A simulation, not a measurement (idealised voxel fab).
process module | voxel double patterning
cross-section cut | 265 nm wide | cells 5 nm
A cross-section is a grid of square cells, given in bands from the top down. A band is one or more rows of cells.
Each band's line starts with the height of the band's top and of its bottom, in nm. Then come its materials from left to right, each with its width in nm. One material with "throughout" fills the band from edge to edge. "air" is empty space.
Height 0 is the level under which the wafer as received is all one material. The lowest band goes on downwards, as in "0 down".
A width such as "30 to 40" changes by the same amount from each row of cells to the next, from the band's top row to its bottom row.
"no change" after a step means that no cell of the cross-section changed.
closed voids: empty space of 8 cells or more with no open way to the top, each as width x height at its distance from the left edge, in nm
after a step's settings: what the simulator itself notes on the step
overlay nm, on a step with a mask: how far to the right of its planned place the mask lay; to the left if negative
plan
1 op RECEIVE | material Si
2 op CONFORMAL_DEP | material SiO2 | thk nm 5
3 op DIRECTIONAL_DEP | material polySi | thk nm 20
4 op DIRECTIONAL_DEP | material SiN | thk nm 5
5 op PATTERN | tone open | mask id FIRST | material resist | width nm 15 | pitch nm 50 | thk nm 15 | overlay nm 0
6 op DIRECTIONAL_ETCH | etch materials SiN | depth nm 5
7 op STRIP | etch materials resist
8 op DIRECTIONAL_DEP | material aC | thk nm 10
9 op PATTERN | tone open | mask id SECOND | material resist | width nm 15 | pitch nm 50 | thk nm 30 | overlay nm 0
10 op DIRECTIONAL_ETCH | etch materials aC | depth nm 10
11 op STRIP | etch materials resist
12 op DIRECTIONAL_ETCH | etch materials SiN | depth nm 5
13 op STRIP | etch materials aC
14 op DIRECTIONAL_ETCH | etch materials polySi | depth nm 20
15 op STRIP | etch materials SiN
as received, after step 1
  0 down: Si throughout
  closed voids: none
a wafer at the end: this start, this plan, one mistake
  15 to 5: polySi 75 | air 15 | polySi 10 | air 15 | polySi 10 | air 15 | polySi 10 | air 15 | polySi 10 | air 15 | polySi 75
  5 to 0: SiO2 throughout
  0 down: Si throughout
  closed voids: none
what went wrong: step 3 ran as: op DIRECTIONAL_DEP | material polySi | thk nm 10
